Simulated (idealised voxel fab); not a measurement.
Title: Process Module voxel self aligned contacts
We display cut, a cross-section 195 nm in width whose square cells are each 5 nm.
If you're reading a cross-section in this doc, picture square cells in a grid; it comes to you as bands, top ones listed first down to the bottom, and a band can be one or more rows of cells.
Top, bottom (nm), then materials left to right with widths (nm); lone material tagged "everywhere" fills the whole band edge to edge; "blank" = empty space.
Beneath 0, the wafer as received is one material, and that level is where height counting begins. The lowest band goes on downward without a bottom; it is written like "z 0 and below".
Width: "30 to 40" (first number = top row, second number = bottom row, same change from row to row of cells).
Where the words "changes: none" appear for a step, the cross-section shows no cell changed by that step; every cell remained as before.
Entry "Voids, sealed". Content: empty spaces with no open connection to the top, size 8 cells or greater. Each: width x height at distance. Distance: from left edge. Unit: nm.
Whatever follows a step's settings on its line is a remark the simulator itself makes about that step.
Among the settings permitted on a step's line is "overlay nm"; applied to a step with a mask, it specifies the extent to which the mask lay to the right of its planned position, whereas a negative figure signifies a position to the left.

-- Planned step list for the process
| 1 | RECEIVE with material Si |
| 2 | CONFORMAL_DEP with material SiO2, thk nm 5 |
| 3 | DIRECTIONAL_DEP with material polySi, thk nm 25 |
| 4 | DIRECTIONAL_DEP with material SiN, thk nm 25 |
| 5 | DIRECTIONAL_DEP with material aC, thk nm 15 |
| 6 | PATTERN with tone cover, mask id GATE, material resist, width nm 25, pitch nm 65, thk nm 35, overlay nm 0 |
| 7 | DIRECTIONAL_ETCH with etch materials aC, depth nm 15 |
| 8 | STRIP with etch materials resist |
| 9 | DIRECTIONAL_ETCH with etch materials SiN, depth nm 25 |
| 10 | DIRECTIONAL_ETCH with etch materials polySi, depth nm 25 |
| 11 | STRIP with etch materials aC |
| 12 | CONFORMAL_DEP with material SiN, thk nm 10 |
| 13 | DIRECTIONAL_ETCH with etch materials SiN, depth nm 10 |
| 14 | FILL_DEP with material SiO2, thk nm 15 |
| 15 | CMP with height nm 50 |
| 16 | MASKED_ETCH with tone open, mask id CONTACT, width nm 50, etch materials SiO2, depth nm 60, overlay nm 0 |
| 17 | CONFORMAL_DEP with material TiN, thk nm 5 |
| 18 | FILL_DEP with material Ru, thk nm 5 |
| 19 | CMP with height nm 60 |
| 20 | CONFORMAL_DEP with material SiN, thk nm 5 |
For clarity, it should be stated that the wafers under discussion commence in an identical condition and differ with respect to the height nm of step 15, the plan indicating the value that the first wafer had.

-- Here's the first of the wafers in cross-section, just as we got it, i.e. after step 1
> z 0 and below = Si everywhere
> Voids, sealed: none

-- Basically each wafer gets a line in the table, showing it at the end of the module: material by material, the cells it gained (+) or lost (-) since we got it, then its closed voids
height nm 50 | +59 Ru | +151 SiN | +188 SiO2 | +59 TiN | +50 polySi | Voids, sealed: none
height nm 55 | +22 Ru | +169 SiN | +205 SiO2 | +61 TiN | +50 polySi | Voids, sealed: none
height nm 60 | +22 Ru | +169 SiN | +234 SiO2 | +32 TiN | +50 polySi | Voids, sealed: none
height nm 65 | +20 Ru | +169 SiN | +238 SiO2 | +30 TiN | +50 polySi | Voids, sealed: none
height nm 70 | +18 Ru | +169 SiN | +242 SiO2 | +28 TiN | +50 polySi | Voids, sealed: none
